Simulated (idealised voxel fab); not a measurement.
Title: Process Module voxel transistor to metal
Cross-section cut spans 300 nm and uses square cells 5 nm in size.
Each cross-section below is a grid of square cells, stated as bands in top-down order, with one or more rows of cells making up each band. The band entry comprises the height of the band's top followed by the height of its bottom, expressed in nm, and subsequently the band's materials from left to right, each stated together with its width in nm. Where a single material is marked with the word "throughout", that material fills the band from edge to edge. The word "empty" represents empty space. Heights are reckoned from 0. Under this level, the received wafer is all of one material. The bottommost band is open-ended downward, for example "z 0 and below". Read "30..40" as a graded width: first number on top, second number at the bottom, same change between each pair of neighbouring rows. Step marked "nothing altered"? Then no cell in the cross-section changed in it. You'll see "Completely enclosed voids" listing empty spaces that have no way open to the top, as long as they're 8 cells or more; the notation is width x height at distance, where the distance is from the left edge, and all of it is in nm. Heads up: the bit after the settings on a step's line is the simulator's remark on that step. overlay nm: how far to the right of its planned place the mask lay on this masked step (negative: to the left).

-- Here's what the planned process steps look like
1: RECEIVE with material Si
2: OXIDIZE with depth nm 5
3: CONFORMAL_DEP with material SiN, thk nm 10
4: PATTERN with tone cover, mask id ACTIVE, material resist, width nm 110, pitch nm 140, thk nm 20, overlay nm 0
5: DIRECTIONAL_ETCH with etch materials SiN, depth nm 10
6: DIRECTIONAL_ETCH with etch materials SiO2, depth nm 5
7: DIRECTIONAL_ETCH with etch materials Si, depth nm 20
8: STRIP with etch materials resist
9: FILL_DEP with material SiO2, thk nm 10
10: CMP with height nm 10
11: SELECTIVE_ETCH with etch materials SiO2, depth nm 5
12: STRIP with etch materials SiN
13: SELECTIVE_ETCH with etch materials SiO2, depth nm 5
14: OXIDIZE with depth nm 5
15: DIRECTIONAL_DEP with material polySi, thk nm 25
16: DIRECTIONAL_DEP with material SiCN, thk nm 10
17: MASKED_ETCH with tone cover, mask id GATE, width nm 20, pitch nm 140, etch materials SiCN, depth nm 20, overlay nm 0
18: MASKED_ETCH with tone cover, mask id GATE, width nm 20, pitch nm 140, etch materials polySi, depth nm 35, overlay nm 0
19: CONFORMAL_DEP with material SiN, thk nm 5
20: DIRECTIONAL_ETCH with etch materials SiN, depth nm 5
21: DIRECTIONAL_ETCH with etch materials SiO2, depth nm 5
22: DIRECTIONAL_ETCH with etch materials Si, depth nm 15
23: EPI with material SiGe, thk nm 15
24: FILL_DEP with material SiO2, thk nm 5
25: CMP with height nm 30
26: DIRECTIONAL_DEP with material SiO2, thk nm 15
27: MASKED_ETCH with tone open, mask id CONTACT, width nm 35, etch materials SiO2, depth nm 55, overlay nm 0
28: CONFORMAL_DEP with material TiN, thk nm 5
29: FILL_DEP with material W, thk nm 5
30: CMP with height nm 45
31: CONFORMAL_DEP with material SiN, thk nm 5
32: DIRECTIONAL_DEP with material lowk, thk nm 25
33: MASKED_ETCH with tone open, mask id METAL_1, width nm 20, etch materials lowk, depth nm 25, overlay nm 0
34: MASKED_ETCH with tone open, mask id METAL_1, width nm 20, etch materials SiN, depth nm 5, overlay nm 0
35: CONFORMAL_DEP with material TiN, thk nm 5
36: FILL_DEP with material Ru, thk nm 5
37: CMP with height nm 75
38: EPI with material Ru, thk nm 5
39: FILL_DEP with material SiCN, thk nm 5
40: DIRECTIONAL_DEP with material SiO2, thk nm 35
41: DIRECTIONAL_DEP with material aC, thk nm 10
42: PATTERN with tone open, mask id METAL_2, material resist, width nm 20, pitch nm 140, thk nm 30, overlay nm 0
43: DIRECTIONAL_ETCH with etch materials aC, depth nm 10
44: STRIP with etch materials resist
45: DIRECTIONAL_ETCH with etch materials SiO2, depth nm 20
46: STRIP with etch materials aC
47: PATTERN with tone open, mask id METAL_2_HOLES, material resist, width nm 15, pitch nm 140, thk nm 20, overlay nm 0
48: DIRECTIONAL_ETCH with etch materials SiO2, depth nm 15
49: DIRECTIONAL_ETCH with etch materials SiCN, depth nm 5
50: STRIP with etch materials resist
51: CONFORMAL_DEP with material TiN, thk nm 5
52: FILL_DEP with material Ru, thk nm 5
53: CMP with height nm 120
54: CONFORMAL_DEP with material SiCN, thk nm 5

-- Cross-section of the wafer upon arrival, representing the state reached after step 1
- z 0 and below  Si throughout
- Completely enclosed voids: none

-- The first of the two wafers as seen in cross-section once the module was finished; processing followed the plan
- z 125 to 120  SiCN throughout
- z 120 to 105  30 SiO2, then 5 TiN, then 10 Ru, then 5 TiN, then 120 SiO2, then 5 TiN, then 10 Ru, then 5 TiN, then 110 SiO2
- z 105 to 100  30 SiO2, then 5 TiN, then 5 Ru, then 10 TiN, then 120 SiO2, then 5 TiN, then 5 Ru, then 10 TiN, then 110 SiO2
- z 100 to 85  30 SiO2, then 5 TiN, then 5 Ru, then 5 TiN, then 125 SiO2, then 5 TiN, then 5 Ru, then 5 TiN, then 115 SiO2
- z 85 to 80  30 SiCN, then 15 TiN, then 125 SiCN, then 15 TiN, then 115 SiCN
- z 80 to 75  25 SiCN, then 30 Ru, then 50 SiCN, then 30 Ru, then 30 SiCN, then 30 Ru, then 50 SiCN, then 30 Ru, then 25 SiCN
- z 75 to 50  30 lowk, then 5 TiN, then 10 Ru, then 5 TiN, then 60 lowk, then 5 TiN, then 10 Ru, then 5 TiN, then 40 lowk, then 5 TiN, then 10 Ru, then 5 TiN, then 60 lowk, then 5 TiN, then 10 Ru, then 5 TiN, then 30 lowk
- z 50 to 45  30 SiN, then 20 TiN, then 60 SiN, then 20 TiN, then 40 SiN, then 20 TiN, then 60 SiN, then 20 TiN, then 30 SiN
- z 45 to 30  30 SiO2, then 5 TiN, then 25 W, then 5 TiN, then 30 SiO2, then 5 TiN, then 25 W, then 5 TiN, then 40 SiO2, then 5 TiN, then 25 W, then 5 TiN, then 30 SiO2, then 5 TiN, then 25 W, then 5 TiN, then 30 SiO2
- z 30 to 20  30 SiO2, then 5 TiN, then 25 W, then 5 TiN, then 5 SiN, then 20 SiCN, then 5 SiN, then 5 TiN, then 25 W, then 5 TiN, then 40 SiO2, then 5 TiN, then 25 W, then 5 TiN, then 5 SiN, then 20 SiCN, then 5 SiN, then 5 TiN, then 25 W, then 5 TiN, then 30 SiO2
- z 20 to 10  30 SiO2, then 5 TiN, then 25 W, then 5 TiN, then 5 SiN, then 20 polySi, then 5 SiN, then 5 TiN, then 25 W, then 5 TiN, then 40 SiO2, then 5 TiN, then 25 W, then 5 TiN, then 5 SiN, then 20 polySi, then 5 SiN, then 5 TiN, then 25 W, then 5 TiN, then 30 SiO2
- z 10 to 5  30 SiO2, then 5 TiN, then 10 W, then 20 TiN, then 5 SiN, then 20 polySi, then 5 SiN, then 20 TiN, then 10 W, then 5 TiN, then 40 SiO2, then 5 TiN, then 10 W, then 20 TiN, then 5 SiN, then 20 polySi, then 5 SiN, then 20 TiN, then 10 W, then 5 TiN, then 30 SiO2
- z 5 to 0  30 SiO2, then 5 TiN, then 10 W, then 5 TiN, then 15 SiGe, then 5 SiN, then 20 polySi, then 5 SiN, then 15 SiGe, then 5 TiN, then 10 W, then 5 TiN, then 40 SiO2, then 5 TiN, then 10 W, then 5 TiN, then 15 SiGe, then 5 SiN, then 20 polySi, then 5 SiN, then 15 SiGe, then 5 TiN, then 10 W, then 5 TiN, then 30 SiO2
- z 0 to -5  20 SiO2, then 5 SiN, then 5 SiO2, then 5 TiN, then 10 W, then 5 TiN, then 15 SiGe, then 5 SiN, then 20 polySi, then 5 SiN, then 15 SiGe, then 5 TiN, then 10 W, then 5 TiN, then 5 SiO2, then 5 SiN, then 20 SiO2, then 5 SiN, then 5 SiO2, then 5 TiN, then 10 W, then 5 TiN, then 15 SiGe, then 5 SiN, then 20 polySi, then 5 SiN, then 15 SiGe, then 5 TiN, then 10 W, then 5 TiN, then 5 SiO2, then 5 SiN, then 20 SiO2
- z -5 to -10  30 SiO2, then 20 TiN, then 15 SiGe, then 30 SiO2, then 15 SiGe, then 20 TiN, then 40 SiO2, then 20 TiN, then 15 SiGe, then 30 SiO2, then 15 SiGe, then 20 TiN, then 30 SiO2
- z -10 to -25  25 SiO2, then 40 SiGe, then 30 Si, then 40 SiGe, then 30 SiO2, then 40 SiGe, then 30 Si, then 40 SiGe, then 25 SiO2
- z -25 and below  Si throughout
- Completely enclosed voids: none

-- Cross-section, wafer two of two, end of module: same start and plan as wafer one, one error in execution
- z 125 to 120  SiCN throughout
- z 120 to 105  30 SiO2, then 5 TiN, then 10 Ru, then 5 TiN, then 120 SiO2, then 5 TiN, then 10 Ru, then 5 TiN, then 110 SiO2
- z 105 to 100  30 SiO2, then 5 TiN, then 5 Ru, then 10 TiN, then 120 SiO2, then 5 TiN, then 5 Ru, then 10 TiN, then 110 SiO2
- z 100 to 85  30 SiO2, then 5 TiN, then 5 Ru, then 5 TiN, then 125 SiO2, then 5 TiN, then 5 Ru, then 5 TiN, then 115 SiO2
- z 85 to 80  30 SiCN, then 15 TiN, then 125 SiCN, then 15 TiN, then 115 SiCN
- z 80 to 75  25 SiCN, then 30 Ru, then 50 SiCN, then 30 Ru, then 30 SiCN, then 30 Ru, then 50 SiCN, then 30 Ru, then 25 SiCN
- z 75 to 50  30 lowk, then 5 TiN, then 10 Ru, then 5 TiN, then 60 lowk, then 5 TiN, then 10 Ru, then 5 TiN, then 40 lowk, then 5 TiN, then 10 Ru, then 5 TiN, then 60 lowk, then 5 TiN, then 10 Ru, then 5 TiN, then 30 lowk
- z 50 to 45  30 SiN, then 20 TiN, then 60 SiN, then 20 TiN, then 40 SiN, then 20 TiN, then 60 SiN, then 20 TiN, then 30 SiN
- z 45 to 30  30 SiO2, then 5 TiN, then 25 W, then 5 TiN, then 30 SiO2, then 5 TiN, then 25 W, then 5 TiN, then 40 SiO2, then 5 TiN, then 25 W, then 5 TiN, then 30 SiO2, then 5 TiN, then 25 W, then 5 TiN, then 30 SiO2
- z 30 to 20  30 SiO2, then 5 TiN, then 25 W, then 5 TiN, then 5 SiN, then 20 SiCN, then 5 SiN, then 5 TiN, then 25 W, then 5 TiN, then 40 SiO2, then 5 TiN, then 25 W, then 5 TiN, then 5 SiN, then 20 SiCN, then 5 SiN, then 5 TiN, then 25 W, then 5 TiN, then 30 SiO2
- z 20 to 10  30 SiO2, then 5 TiN, then 25 W, then 5 TiN, then 5 SiN, then 20 polySi, then 5 SiN, then 5 TiN, then 25 W, then 5 TiN, then 40 SiO2, then 5 TiN, then 25 W, then 5 TiN, then 5 SiN, then 20 polySi, then 5 SiN, then 5 TiN, then 25 W, then 5 TiN, then 30 SiO2
- z 10 to 5  30 SiO2, then 5 TiN, then 10 W, then 20 TiN, then 5 SiN, then 20 polySi, then 5 SiN, then 20 TiN, then 10 W, then 5 TiN, then 40 SiO2, then 5 TiN, then 10 W, then 20 TiN, then 5 SiN, then 20 polySi, then 5 SiN, then 20 TiN, then 10 W, then 5 TiN, then 30 SiO2
- z 5 to 0  30 SiO2, then 20 TiN, then 15 SiGe, then 5 SiN, then 20 polySi, then 5 SiN, then 15 SiGe, then 20 TiN, then 40 SiO2, then 20 TiN, then 15 SiGe, then 5 SiN, then 20 polySi, then 5 SiN, then 15 SiGe, then 20 TiN, then 30 SiO2
- z 0 to -5  15 SiO2, then 5 SiN, then 25 SiGe, then 5 TiN, then 15 SiGe, then 5 SiN, then 20 polySi, then 5 SiN, then 15 SiGe, then 5 TiN, then 25 SiGe, then 5 SiN, then 10 SiO2, then 5 SiN, then 25 SiGe, then 5 TiN, then 15 SiGe, then 5 SiN, then 20 polySi, then 5 SiN, then 15 SiGe, then 5 TiN, then 25 SiGe, then 5 SiN, then 15 SiO2
- z -5 to -10  15 SiO2, then 10 SiN, then 20 SiGe, then 5 TiN, then 15 SiGe, then 30 SiO2, then 15 SiGe, then 5 TiN, then 20 SiGe, then 10 SiN, then 10 SiO2, then 10 SiN, then 20 SiGe, then 5 TiN, then 15 SiGe, then 30 SiO2, then 15 SiGe, then 5 TiN, then 20 SiGe, then 10 SiN, then 15 SiO2
- z -10 to -15  30 SiO2, then 35 SiGe, then 30 Si, then 35 SiGe, then 40 SiO2, then 35 SiGe, then 30 Si, then 35 SiGe, then 30 SiO2
- z -15 to -25  25 SiO2, then 5 Si, then 35 SiGe, then 30 Si, then 35 SiGe, then 5 Si, then 30 SiO2, then 5 Si, then 35 SiGe, then 30 Si, then 35 SiGe, then 5 Si, then 25 SiO2
- z -25 and below  Si throughout
- Completely enclosed voids: none
Processing error: transposition of steps 11 and 12 relative to the planned sequence
It is noted that, at the conclusion of processing, the second wafer exhibits a higher or lower cell count for certain materials relative to the first: 8 more of Si | 24 more of SiGe | 8 more of SiN | 16 fewer of SiO2 | 8 fewer of TiN | 16 fewer of W
